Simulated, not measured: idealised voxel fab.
This section sets out a process module, namely voxel tone inversion.
This is section cut - it's 285 nm across, gridded in 5 nm square cells.
Think of the cross-section as a grid of square cells. We describe it in bands, top to bottom, and each band covers one or more rows of those cells. Look at the band entry: it leads with the top's height and the bottom's height in nm. Then it lists the materials left to right, with a width in nm for each. The word "everywhere" on a single material says that material fills the band edge to edge. The word "empty" is empty space. Height reference: 0 = level under which incoming wafer is all one material. Lowest band: no bottom, runs on downward, e.g. "from 0 down". It should be noted that a width expressed as "30->40" varies in equal increments from row to row of cells within the band, taking the value of the first number at the top row and that of the second number at the bottom row. For the purposes of this document, the phrase "nothing was modified" attached to a step denotes that no cell within the cross-section was modified by that step. Heads up: "Closed cavity list" only lists the empty pockets with no open path to the top that are 8 cells or more, and it writes them as width x height at distance, distance from the left edge, in nm. Formally, on a step line, whatever follows the settings is a remark that the simulator itself makes on the step. A step's line can hold "overlay nm"; with a mask on that step, the setting says how far right of the planned place the mask lay, while a negative setting says it lay to the left.
# Steps planned for the process
1: op RECEIVE | material Si
2: op CONFORMAL_DEP | material SiN | thk nm 5
3: op DIRECTIONAL_DEP | material aC | thk nm 20
4: op PATTERN | tone cover | mask id POSTS | material resist | width nm 15 | pitch nm 45 | thk nm 25 | overlay nm 0
5: op DIRECTIONAL_ETCH | etch materials aC | depth nm 20
6: op STRIP | etch materials resist
7: op FILL_DEP | material SiO2 | thk nm 10
8: op CMP | height nm 25
9: op STRIP | etch materials aC
10: op CONFORMAL_DEP | material TiN | thk nm 5
11: op FILL_DEP | material Ru | thk nm 5
12: op CMP | height nm 25
13: op CONFORMAL_DEP | material SiCN | thk nm 5
# Step 1 complete: cross-section of the wafer as received
from 0 down  Si everywhere
Closed cavity list: none
# Cross-sectional view of the first of the two wafers upon completion of the module, processed in accordance with the plan
from 30 to 25  SiCN everywhere
from 25 to 10  SiO2 110, TiN 5, Ru 5, TiN 5, SiO2 30, TiN 5, Ru 5, TiN 5, SiO2 115
from 10 to 5  SiO2 110, TiN 15, SiO2 30, TiN 15, SiO2 115
from 5 to 0  SiN everywhere
from 0 down  Si everywhere
Closed cavity list: none
# Presented here is a cross-section of the second of the two wafers as it stood at the end of the module. It was started in the same manner and assigned the same plan as the first wafer; however, one mistake was made in its execution
from 30 to 25  SiCN everywhere
from 25 to 10  SiO2 110, TiN 5, Ru 5, TiN 5, SiO2 30, TiN 5, Ru 5, TiN 5, SiO2 115
from 10 to 5  SiO2 110, TiN 15, SiO2 30, TiN 15, SiO2 115
from 5 to 0  SiCN everywhere
from 0 down  Si everywhere
Closed cavity list: none
Here's what went sideways: rather than as planned, step 2 actually ran as op CONFORMAL_DEP | material SiCN | thk nm 5
Cell-count delta at end, second wafer over first, by material: SiCN +57, SiN -57
